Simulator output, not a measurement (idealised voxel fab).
This is a process module. Its name is voxel double patterning.
Cross-section cut spans 260 nm and uses square cells 5 nm in size.
Cross-section spec: square-cell grid; bands listed top down; each band is one or more rows. A band entry consists of two parts. The first gives the height of the band's top and the height of its bottom, in nm. The rest lists the band's materials from left to right, each with its width in nm. A single material labelled with the word "edge to edge" fills the band from edge to edge, and the word "air" marks empty space. The reference from which all heights are counted is 0, the level beneath which the as-received wafer is entirely one material; the lowest band, having no lower bound, proceeds downward and is written after the example "top 0, no bottom". When a width is written as two numbers, as in "30->40", the first number is the width in the top row of cells of the band and the second is the width in its bottom row, and the width changes by the same amount from each row to the next. "remained unchanged", as given for a step, is the statement that not any cell of the cross-section underwent a change during that step. Under "Closed void entries" you'll find the enclosed gaps, the ones with no way out to the top, that are 8 cells or bigger; each reads width x height at distance, with distance counted from the left edge, everything in nm. Past the settings on a step's line: simulator remark, on that step. overlay nm: mask offset rightward from planned place, masked step; negative means leftward offset.

## Process steps - plan
| 1 | op RECEIVE | material Si |
| 2 | op CONFORMAL_DEP | material SiO2 | thk nm 5 |
| 3 | op DIRECTIONAL_DEP | material polySi | thk nm 20 |
| 4 | op DIRECTIONAL_DEP | material SiN | thk nm 5 |
| 5 | op PATTERN | tone open | mask id FIRST | material resist | width nm 15 | pitch nm 50 | thk nm 20 | overlay nm 0 |
| 6 | op DIRECTIONAL_ETCH | etch materials SiN | depth nm 5 |
| 7 | op STRIP | etch materials resist |
| 8 | op MASKED_ETCH | tone open | mask id SECOND | width nm 15 | pitch nm 50 | etch materials SiN | depth nm 5 | overlay nm 0 |
| 9 | op DIRECTIONAL_ETCH | etch materials polySi | depth nm 20 |
| 10 | op STRIP | etch materials SiN |

## The first of the two wafers, which ran as planned

## Cross-section of the wafer at receipt, which is the condition after step 1
> top 0, no bottom: Si edge to edge
> Closed void entries: none

## Once step 2 is through, the wafer looks like this in cross-section
> top 5, bottom 0: SiO2 edge to edge
> below 0: unchanged

## Once step 3 is through, the wafer looks like this in cross-section
> top 25, bottom 5: polySi edge to edge
> below 5: unchanged

## Once step 4 is through, the wafer looks like this in cross-section
> top 30, bottom 25: SiN edge to edge
> below 25: unchanged

## Once step 5 is through, the wafer looks like this in cross-section
> top 50, bottom 30: resist 70 nm, then air 15 nm, then resist 35 nm, then air 15 nm, then resist 35 nm, then air 15 nm, then resist 75 nm
> below 30: unchanged

## Once step 6 is through, the wafer looks like this in cross-section
> top 50, bottom 30: resist 70 nm, then air 15 nm, then resist 35 nm, then air 15 nm, then resist 35 nm, then air 15 nm, then resist 75 nm
> top 30, bottom 25: SiN 70 nm, then air 15 nm, then SiN 35 nm, then air 15 nm, then SiN 35 nm, then air 15 nm, then SiN 75 nm
> below 25: unchanged

## Once step 7 is through, the wafer looks like this in cross-section
> top 30, bottom 25: SiN 70 nm, then air 15 nm, then SiN 35 nm, then air 15 nm, then SiN 35 nm, then air 15 nm, then SiN 75 nm
> below 25: unchanged

## Once step 8 is through, the wafer looks like this in cross-section
> top 30, bottom 25: SiN 70 nm, then air 15 nm, then SiN 10 nm, then air 15 nm, then SiN 10 nm, then air 15 nm, then SiN 10 nm, then air 15 nm, then SiN 10 nm, then air 15 nm, then SiN 75 nm
> below 25: unchanged

## Once step 9 is through, the wafer looks like this in cross-section
> top 30, bottom 25: SiN 70 nm, then air 15 nm, then SiN 10 nm, then air 15 nm, then SiN 10 nm, then air 15 nm, then SiN 10 nm, then air 15 nm, then SiN 10 nm, then air 15 nm, then SiN 75 nm
> top 25, bottom 5: polySi 70 nm, then air 15 nm, then polySi 10 nm, then air 15 nm, then polySi 10 nm, then air 15 nm, then polySi 10 nm, then air 15 nm, then polySi 10 nm, then air 15 nm, then polySi 75 nm
> below 5: unchanged

## Once step 10 is through, the wafer looks like this in cross-section
> top 25, bottom 5: polySi 70 nm, then air 15 nm, then polySi 10 nm, then air 15 nm, then polySi 10 nm, then air 15 nm, then polySi 10 nm, then air 15 nm, then polySi 10 nm, then air 15 nm, then polySi 75 nm
> below 5: unchanged

## The second wafer was prepared from the same starting point and under the same plan as the first; its processing contained one mistake, and it remains indistinguishable from the first wafer up to and including step 7

## Second wafer shown in cross-section at the time step 8 was slated to end
> top 30, bottom 25: SiN 70 nm, then air 15 nm, then SiN 5 nm, then air 25 nm, then SiN 5 nm, then air 15 nm, then SiN 5 nm, then air 25 nm, then SiN 5 nm, then air 15 nm, then SiN 75 nm
> below 25: unchanged

## Second wafer shown in cross-section at the time step 9 was slated to end
> top 30, bottom 25: SiN 70 nm, then air 15 nm, then SiN 5 nm, then air 25 nm, then SiN 5 nm, then air 15 nm, then SiN 5 nm, then air 25 nm, then SiN 5 nm, then air 15 nm, then SiN 75 nm
> top 25, bottom 5: polySi 70 nm, then air 15 nm, then polySi 5 nm, then air 25 nm, then polySi 5 nm, then air 15 nm, then polySi 5 nm, then air 25 nm, then polySi 5 nm, then air 15 nm, then polySi 75 nm
> below 5: unchanged

## Second wafer shown in cross-section at the time step 10 was slated to end
> top 25, bottom 5: polySi 70 nm, then air 15 nm, then polySi 5 nm, then air 25 nm, then polySi 5 nm, then air 15 nm, then polySi 5 nm, then air 25 nm, then polySi 5 nm, then air 15 nm, then polySi 75 nm
> below 5: unchanged
Short version of what went wrong: step 8 off recipe, ran as op MASKED_ETCH | tone open | mask id SECOND | width nm 25 | pitch nm 50 | etch materials SiN | depth nm 5 | overlay nm 0
at the end the second wafer has, in cells: polySi -16
